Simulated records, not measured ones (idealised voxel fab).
Proc. module: voxel transistor to metal
Cross-section cut: width 210 nm, square cells of 5 nm.
Cross-sections here: square-cell grids, written as top-down lists of bands, a band being one or more rows of cells. Look at the band entry: it leads with the top's height and the bottom's height in nm. Then it lists the materials left to right, with a width in nm for each. The word "throughout" on a single material says that material fills the band edge to edge. The word "empty" is empty space. Heights are measured from 0, the level below which the as-received wafer is all one material; the lowest band has no bottom and continues downward, written as in "0 -> down". A width given as "30 to 40" starts at the first number in the band's top row and ends at the second number in its bottom row, shifting by an equal amount at every step from row to row. What does "nothing altered" mean for a step? It means no cell of the cross-section changed in that step. "Listed closed voids" means: voids of 8 cells or more that are shut off from the top with no open way through. Written width x height at distance, distance from the left edge, in nm. Whatever follows a step's settings on its line is a remark the simulator itself makes about that step. overlay nm, on a step with a mask: how far to the right of its planned place the mask lay; to the left if negative.

### List of planned process steps
| 1 | RECEIVE (material Si) |
| 2 | OXIDIZE (depth nm 5) |
| 3 | CONFORMAL_DEP (material SiN; thk nm 10) |
| 4 | PATTERN (tone cover; mask id ACTIVE; material resist; width nm 95; thk nm 15; overlay nm 0) |
| 5 | DIRECTIONAL_ETCH (etch materials SiN; depth nm 10) |
| 6 | DIRECTIONAL_ETCH (etch materials SiO2; depth nm 5) |
| 7 | DIRECTIONAL_ETCH (etch materials Si; depth nm 35) |
| 8 | STRIP (etch materials resist) |
| 9 | OXIDIZE (depth nm 5) |
| 10 | FILL_DEP (material SiO2; thk nm 5) |
| 11 | CMP (height nm 10) |
| 12 | SELECTIVE_ETCH (etch materials SiO2; depth nm 10) |
| 13 | STRIP (etch materials SiN) |
| 14 | SELECTIVE_ETCH (etch materials SiO2; depth nm 5) |
| 15 | OXIDIZE (depth nm 5) |
| 16 | DIRECTIONAL_DEP (material polySi; thk nm 25) |
| 17 | DIRECTIONAL_DEP (material SiCN; thk nm 10) |
| 18 | MASKED_ETCH (tone cover; mask id GATE; width nm 15; etch materials SiCN; depth nm 20; overlay nm 0) |
| 19 | MASKED_ETCH (tone cover; mask id GATE; width nm 15; etch materials polySi; depth nm 35; overlay nm 0) |
| 20 | CONFORMAL_DEP (material SiN; thk nm 10) |
| 21 | DIRECTIONAL_ETCH (etch materials SiN; depth nm 10) |
| 22 | DIRECTIONAL_ETCH (etch materials SiO2; depth nm 5) |
| 23 | DIRECTIONAL_ETCH (etch materials Si; depth nm 10) |
| 24 | EPI (material nSi; thk nm 15) |
| 25 | FILL_DEP (material SiO2; thk nm 5) |
| 26 | CMP (height nm 30) |
| 27 | DIRECTIONAL_DEP (material SiO2; thk nm 15) |
| 28 | MASKED_ETCH (tone open; mask id CONTACT; width nm 15; pitch nm 60; etch materials SiO2; depth nm 50; overlay nm 0) |
| 29 | CONFORMAL_DEP (material TiN; thk nm 5) |
| 30 | FILL_DEP (material W; thk nm 10) |
| 31 | CMP (height nm 45) |
| 32 | DIRECTIONAL_DEP (material TiN; thk nm 5) |
| 33 | DIRECTIONAL_DEP (material W; thk nm 25) |
| 34 | PATTERN (tone cover; mask id METAL_1; material resist; width nm 15; pitch nm 60; thk nm 15; overlay nm 0) |
| 35 | DIRECTIONAL_ETCH (etch materials W; depth nm 25) |
| 36 | DIRECTIONAL_ETCH (etch materials TiN; depth nm 5) |
| 37 | STRIP (etch materials resist) |
| 38 | FILL_DEP (material lowk; thk nm 10) |
| 39 | CMP (height nm 75) |
| 40 | CONFORMAL_DEP (material SiN; thk nm 5) |

### What follows covers the first of two wafers; it ran as planned

### The cross-section here shows the wafer as received, i.e. in its state after step 1
* 0 -> down: Si throughout
* Listed closed voids: none

### after step 2
* 0 -> -5: SiO2 throughout
* For the remainder of the cross-section, below -5, there is no change.

### after step 3
* 10 -> 0: SiN throughout
* For the remainder of the cross-section, below 0, there is no change.

### after step 4
* 25 -> 10: 55 of empty / 95 of resist / 60 of empty
* For the remainder of the cross-section, below 10, there is no change.

### after step 5
* 25 -> 10: 55 of empty / 95 of resist / 60 of empty
* 10 -> 0: 55 of empty / 95 of SiN / 60 of empty
* For the remainder of the cross-section, below 0, there is no change.

### after step 6
* 25 -> 10: 55 of empty / 95 of resist / 60 of empty
* 10 -> 0: 55 of empty / 95 of SiN / 60 of empty
* 0 -> -5: 55 of empty / 95 of SiO2 / 60 of empty
* For the remainder of the cross-section, below -5, there is no change.

### after step 7
* 25 -> 10: 55 of empty / 95 of resist / 60 of empty
* 10 -> 0: 55 of empty / 95 of SiN / 60 of empty
* 0 -> -5: 55 of empty / 95 of SiO2 / 60 of empty
* -5 -> -40: 55 of empty / 95 of Si / 60 of empty
* For the remainder of the cross-section, below -40, there is no change.

### after step 8
* 10 -> 0: 55 of empty / 95 of SiN / 60 of empty
* For the remainder of the cross-section, below 0, there is no change.

### after step 9
* 10 -> 0: 55 of empty / 95 of SiN / 60 of empty
* 0 -> -5: 55 of empty / 95 of SiO2 / 60 of empty
* -5 -> -40: 55 of empty / 5 of SiO2 / 85 of Si / 5 of SiO2 / 60 of empty
* -40 -> -45: 60 of SiO2 / 85 of Si / 65 of SiO2
* For the remainder of the cross-section, below -45, there is no change.

### after step 10
* 15 -> 10: SiO2 throughout
* 10 -> 0: 55 of SiO2 / 95 of SiN / 60 of SiO2
* 0 -> -5: SiO2 throughout
* -5 -> -45: 60 of SiO2 / 85 of Si / 65 of SiO2
* For the remainder of the cross-section, below -45, there is no change.

### after step 11
* 10 -> 0: 55 of SiO2 / 95 of SiN / 60 of SiO2
* For the remainder of the cross-section, below 0, there is no change.

### after step 12
* 10 -> 0: 55 of empty / 95 of SiN / 60 of empty
* For the remainder of the cross-section, below 0, there is no change.

### after step 13
* 0 -> -5: SiO2 throughout
* For the remainder of the cross-section, below -5, there is no change.

### after step 14
* -5 -> -45: 60 of SiO2 / 85 of Si / 65 of SiO2
* For the remainder of the cross-section, below -45, there is no change.

### after step 15
* -5 -> -10: SiO2 throughout
* For the remainder of the cross-section, below -10, there is no change.

### after step 16
* 20 -> -5: polySi throughout
* For the remainder of the cross-section, below -5, there is no change.

### after step 17
* 30 -> 20: SiCN throughout
* For the remainder of the cross-section, below 20, there is no change.

### after step 18
* 30 -> 20: 95 of empty / 15 of SiCN / 100 of empty
* For the remainder of the cross-section, below 20, there is no change.

### after step 19
* 30 -> 20: 95 of empty / 15 of SiCN / 100 of empty
* 20 -> -5: 95 of empty / 15 of polySi / 100 of empty
* For the remainder of the cross-section, below -5, there is no change.

### after step 20
* 40 -> 30: 85 of empty / 35 of SiN / 90 of empty
* 30 -> 20: 85 of empty / 10 of SiN / 15 of SiCN / 10 of SiN / 90 of empty
* 20 -> 5: 85 of empty / 10 of SiN / 15 of polySi / 10 of SiN / 90 of empty
* 5 -> -5: 95 of SiN / 15 of polySi / 100 of SiN
* For the remainder of the cross-section, below -5, there is no change.

### after step 21
* 30 -> 20: 85 of empty / 10 of SiN / 15 of SiCN / 10 of SiN / 90 of empty
* 20 -> -5: 85 of empty / 10 of SiN / 15 of polySi / 10 of SiN / 90 of empty
* For the remainder of the cross-section, below -5, there is no change.

### after step 22
* 30 -> 20: 85 of empty / 10 of SiN / 15 of SiCN / 10 of SiN / 90 of empty
* 20 -> -5: 85 of empty / 10 of SiN / 15 of polySi / 10 of SiN / 90 of empty
* -5 -> -10: 85 of empty / 35 of SiO2 / 90 of empty
* For the remainder of the cross-section, below -10, there is no change.

### after step 23
* 30 -> 20: 85 of empty / 10 of SiN / 15 of SiCN / 10 of SiN / 90 of empty
* 20 -> -5: 85 of empty / 10 of SiN / 15 of polySi / 10 of SiN / 90 of empty
* -5 -> -10: 85 of empty / 35 of SiO2 / 90 of empty
* -10 -> -20: 60 of SiO2 / 25 of empty / 35 of Si / 25 of empty / 65 of SiO2
* For the remainder of the cross-section, below -20, there is no change.

### after step 24
* 30 -> 20: 85 of empty / 10 of SiN / 15 of SiCN / 10 of SiN / 90 of empty
* 20 -> 5: 85 of empty / 10 of SiN / 15 of polySi / 10 of SiN / 90 of empty
* 5 -> -5: 70 of empty / 15 of nSi / 10 of SiN / 15 of polySi / 10 of SiN / 15 of nSi / 75 of empty
* -5 -> -10: 55 of empty / 30 of nSi / 35 of SiO2 / 30 of nSi / 60 of empty
* -10 -> -20: 60 of SiO2 / 25 of nSi / 35 of Si / 25 of nSi / 65 of SiO2
* For the remainder of the cross-section, below -20, there is no change.

### after step 25
* 35 -> 30: SiO2 throughout
* 30 -> 20: 85 of SiO2 / 10 of SiN / 15 of SiCN / 10 of SiN / 90 of SiO2
* 20 -> 5: 85 of SiO2 / 10 of SiN / 15 of polySi / 10 of SiN / 90 of SiO2
* 5 -> -5: 70 of SiO2 / 15 of nSi / 10 of SiN / 15 of polySi / 10 of SiN / 15 of nSi / 75 of SiO2
* -5 -> -10: 55 of SiO2 / 30 of nSi / 35 of SiO2 / 30 of nSi / 60 of SiO2
* For the remainder of the cross-section, below -10, there is no change.

### after step 26
* 30 -> 20: 85 of SiO2 / 10 of SiN / 15 of SiCN / 10 of SiN / 90 of SiO2
* For the remainder of the cross-section, below 20, there is no change.

### after step 27
* 45 -> 30: SiO2 throughout
* For the remainder of the cross-section, below 30, there is no change.

### after step 28
* 45 -> 30: 65 of SiO2 / 15 of empty / 45 of SiO2 / 15 of empty / 70 of SiO2
* 30 -> 20: 65 of SiO2 / 15 of empty / 5 of SiO2 / 10 of SiN / 15 of SiCN / 10 of SiN / 5 of SiO2 / 15 of empty / 70 of SiO2
* 20 -> 5: 65 of SiO2 / 15 of empty / 5 of SiO2 / 10 of SiN / 15 of polySi / 10 of SiN / 5 of SiO2 / 15 of empty / 70 of SiO2
* 5 -> -5: 65 of SiO2 / 5 of empty / 15 of nSi / 10 of SiN / 15 of polySi / 10 of SiN / 15 of nSi / 5 of empty / 70 of SiO2
* For the remainder of the cross-section, below -5, there is no change.

### after step 29
* 50 -> 45: 70 of TiN / 5 of empty / 55 of TiN / 5 of empty / 75 of TiN
* 45 -> 30: 65 of SiO2 / 5 of TiN / 5 of empty / 5 of TiN / 45 of SiO2 / 5 of TiN / 5 of empty / 5 of TiN / 70 of SiO2
* 30 -> 20: 65 of SiO2 / 5 of TiN / 5 of empty / 5 of TiN / 5 of SiO2 / 10 of SiN / 15 of SiCN / 10 of SiN / 5 of SiO2 / 5 of TiN / 5 of empty / 5 of TiN / 70 of SiO2
* 20 -> 10: 65 of SiO2 / 5 of TiN / 5 of empty / 5 of TiN / 5 of SiO2 / 10 of SiN / 15 of polySi / 10 of SiN / 5 of SiO2 / 5 of TiN / 5 of empty / 5 of TiN / 70 of SiO2
* 10 -> 5: 65 of SiO2 / 15 of TiN / 5 of SiO2 / 10 of SiN / 15 of polySi / 10 of SiN / 5 of SiO2 / 15 of TiN / 70 of SiO2
* 5 -> -5: 65 of SiO2 / 5 of TiN / 15 of nSi / 10 of SiN / 15 of polySi / 10 of SiN / 15 of nSi / 5 of TiN / 70 of SiO2
* For the remainder of the cross-section, below -5, there is no change.

### after step 30
* 60 -> 50: W throughout
* 50 -> 45: 70 of TiN / 5 of W / 55 of TiN / 5 of W / 75 of TiN
* 45 -> 30: 65 of SiO2 / 5 of TiN / 5 of W / 5 of TiN / 45 of SiO2 / 5 of TiN / 5 of W / 5 of TiN / 70 of SiO2
* 30 -> 20: 65 of SiO2 / 5 of TiN / 5 of W / 5 of TiN / 5 of SiO2 / 10 of SiN / 15 of SiCN / 10 of SiN / 5 of SiO2 / 5 of TiN / 5 of W / 5 of TiN / 70 of SiO2
* 20 -> 10: 65 of SiO2 / 5 of TiN / 5 of W / 5 of TiN / 5 of SiO2 / 10 of SiN / 15 of polySi / 10 of SiN / 5 of SiO2 / 5 of TiN / 5 of W / 5 of TiN / 70 of SiO2
* For the remainder of the cross-section, below 10, there is no change.

### after step 31
* 45 -> 30: 65 of SiO2 / 5 of TiN / 5 of W / 5 of TiN / 45 of SiO2 / 5 of TiN / 5 of W / 5 of TiN / 70 of SiO2
* For the remainder of the cross-section, below 30, there is no change.

### after step 32
* 50 -> 45: TiN throughout
* For the remainder of the cross-section, below 45, there is no change.

### after step 33
* 75 -> 50: W throughout
* For the remainder of the cross-section, below 50, there is no change.

### after step 34
* 90 -> 75: 65 of empty / 15 of resist / 45 of empty / 15 of resist / 70 of empty
* For the remainder of the cross-section, below 75, there is no change.

### after step 35
* 90 -> 75: 65 of empty / 15 of resist / 45 of empty / 15 of resist / 70 of empty
* 75 -> 50: 65 of empty / 15 of W / 45 of empty / 15 of W / 70 of empty
* For the remainder of the cross-section, below 50, there is no change.

### after step 36
* 90 -> 75: 65 of empty / 15 of resist / 45 of empty / 15 of resist / 70 of empty
* 75 -> 50: 65 of empty / 15 of W / 45 of empty / 15 of W / 70 of empty
* 50 -> 45: 65 of empty / 15 of TiN / 45 of empty / 15 of TiN / 70 of empty
* For the remainder of the cross-section, below 45, there is no change.

### after step 37
* 75 -> 50: 65 of empty / 15 of W / 45 of empty / 15 of W / 70 of empty
* For the remainder of the cross-section, below 50, there is no change.

### after step 38
* 85 -> 75: lowk throughout
* 75 -> 50: 65 of lowk / 15 of W / 45 of lowk / 15 of W / 70 of lowk
* 50 -> 45: 65 of lowk / 15 of TiN / 45 of lowk / 15 of TiN / 70 of lowk
* For the remainder of the cross-section, below 45, there is no change.

### after step 39
* 75 -> 50: 65 of lowk / 15 of W / 45 of lowk / 15 of W / 70 of lowk
* For the remainder of the cross-section, below 50, there is no change.

### after step 40
* 80 -> 75: SiN throughout
* For the remainder of the cross-section, below 75, there is no change.

### Second wafer, same starting conditions and recipe as the first, one mistake in executing it, nothing differs from the first up to and including step 17

### Cross-section: second wafer, time at which step 18 was scheduled to end
* 30 -> 20: 95 of SiCN / 15 of empty / 100 of SiCN
* For the remainder of the cross-section, below 20, there is no change.

Cross-section: second wafer, time at which step 19 was scheduled to end: nothing altered

### Cross-section: second wafer, time at which step 20 was scheduled to end
* 40 -> 30: SiN throughout
* 30 -> 20: 95 of SiCN / 15 of SiN / 100 of SiCN
* For the remainder of the cross-section, below 20, there is no change.

### Cross-section: second wafer, time at which step 21 was scheduled to end
* 30 -> 20: 95 of SiCN / 15 of SiN / 100 of SiCN
* For the remainder of the cross-section, below 20, there is no change.

Cross-section: second wafer, time at which step 22 was scheduled to end: nothing altered

Cross-section: second wafer, time at which step 23 was scheduled to end: nothing altered

Cross-section: second wafer, time at which step 24 was scheduled to end: nothing altered

### Cross-section: second wafer, time at which step 25 was scheduled to end
* 35 -> 30: SiO2 throughout
* For the remainder of the cross-section, below 30, there is no change.

### Cross-section: second wafer, time at which step 26 was scheduled to end
* 30 -> 20: 95 of SiCN / 15 of SiN / 100 of SiCN
* For the remainder of the cross-section, below 20, there is no change.

### Cross-section: second wafer, time at which step 27 was scheduled to end
* 45 -> 30: SiO2 throughout
* For the remainder of the cross-section, below 30, there is no change.

### Cross-section: second wafer, time at which step 28 was scheduled to end
* 45 -> 30: 65 of SiO2 / 15 of empty / 45 of SiO2 / 15 of empty / 70 of SiO2
* For the remainder of the cross-section, below 30, there is no change.

### Cross-section: second wafer, time at which step 29 was scheduled to end
* 50 -> 45: 70 of TiN / 5 of empty / 55 of TiN / 5 of empty / 75 of TiN
* 45 -> 35: 65 of SiO2 / 5 of TiN / 5 of empty / 5 of TiN / 45 of SiO2 / 5 of TiN / 5 of empty / 5 of TiN / 70 of SiO2
* 35 -> 30: 65 of SiO2 / 15 of TiN / 45 of SiO2 / 15 of TiN / 70 of SiO2
* For the remainder of the cross-section, below 30, there is no change.

### Cross-section: second wafer, time at which step 30 was scheduled to end
* 60 -> 50: W throughout
* 50 -> 45: 70 of TiN / 5 of W / 55 of TiN / 5 of W / 75 of TiN
* 45 -> 35: 65 of SiO2 / 5 of TiN / 5 of W / 5 of TiN / 45 of SiO2 / 5 of TiN / 5 of W / 5 of TiN / 70 of SiO2
* For the remainder of the cross-section, below 35, there is no change.

### Cross-section: second wafer, time at which step 31 was scheduled to end
* 45 -> 35: 65 of SiO2 / 5 of TiN / 5 of W / 5 of TiN / 45 of SiO2 / 5 of TiN / 5 of W / 5 of TiN / 70 of SiO2
* For the remainder of the cross-section, below 35, there is no change.

### Cross-section: second wafer, time at which step 32 was scheduled to end
* 50 -> 45: TiN throughout
* For the remainder of the cross-section, below 45, there is no change.

### Cross-section: second wafer, time at which step 33 was scheduled to end
* 75 -> 50: W throughout
* For the remainder of the cross-section, below 50, there is no change.

### Cross-section: second wafer, time at which step 34 was scheduled to end
* 90 -> 75: 65 of empty / 15 of resist / 45 of empty / 15 of resist / 70 of empty
* For the remainder of the cross-section, below 75, there is no change.

### Cross-section: second wafer, time at which step 35 was scheduled to end
* 90 -> 75: 65 of empty / 15 of resist / 45 of empty / 15 of resist / 70 of empty
* 75 -> 50: 65 of empty / 15 of W / 45 of empty / 15 of W / 70 of empty
* For the remainder of the cross-section, below 50, there is no change.

### Cross-section: second wafer, time at which step 36 was scheduled to end
* 90 -> 75: 65 of empty / 15 of resist / 45 of empty / 15 of resist / 70 of empty
* 75 -> 50: 65 of empty / 15 of W / 45 of empty / 15 of W / 70 of empty
* 50 -> 45: 65 of empty / 15 of TiN / 45 of empty / 15 of TiN / 70 of empty
* For the remainder of the cross-section, below 45, there is no change.

### Cross-section: second wafer, time at which step 37 was scheduled to end
* 75 -> 50: 65 of empty / 15 of W / 45 of empty / 15 of W / 70 of empty
* For the remainder of the cross-section, below 50, there is no change.

### Cross-section: second wafer, time at which step 38 was scheduled to end
* 85 -> 75: lowk throughout
* 75 -> 50: 65 of lowk / 15 of W / 45 of lowk / 15 of W / 70 of lowk
* 50 -> 45: 65 of lowk / 15 of TiN / 45 of lowk / 15 of TiN / 70 of lowk
* For the remainder of the cross-section, below 45, there is no change.

### Cross-section: second wafer, time at which step 39 was scheduled to end
* 75 -> 50: 65 of lowk / 15 of W / 45 of lowk / 15 of W / 70 of lowk
* For the remainder of the cross-section, below 50, there is no change.

### Cross-section: second wafer, time at which step 40 was scheduled to end
* 80 -> 75: SiN throughout
* For the remainder of the cross-section, below 75, there is no change.
Short version of what went wrong: step 18, actual vs plan mismatch, actual run MASKED_ETCH (tone open; mask id GATE; width nm 15; etch materials SiCN; depth nm 20; overlay nm 0)
The second wafer ends with more or fewer cells of some materials than the first, per final count: +20 Si, +72 SiCN, -22 SiN, -187 SiO2, -24 TiN, -10 W, -44 nSi, +195 polySi
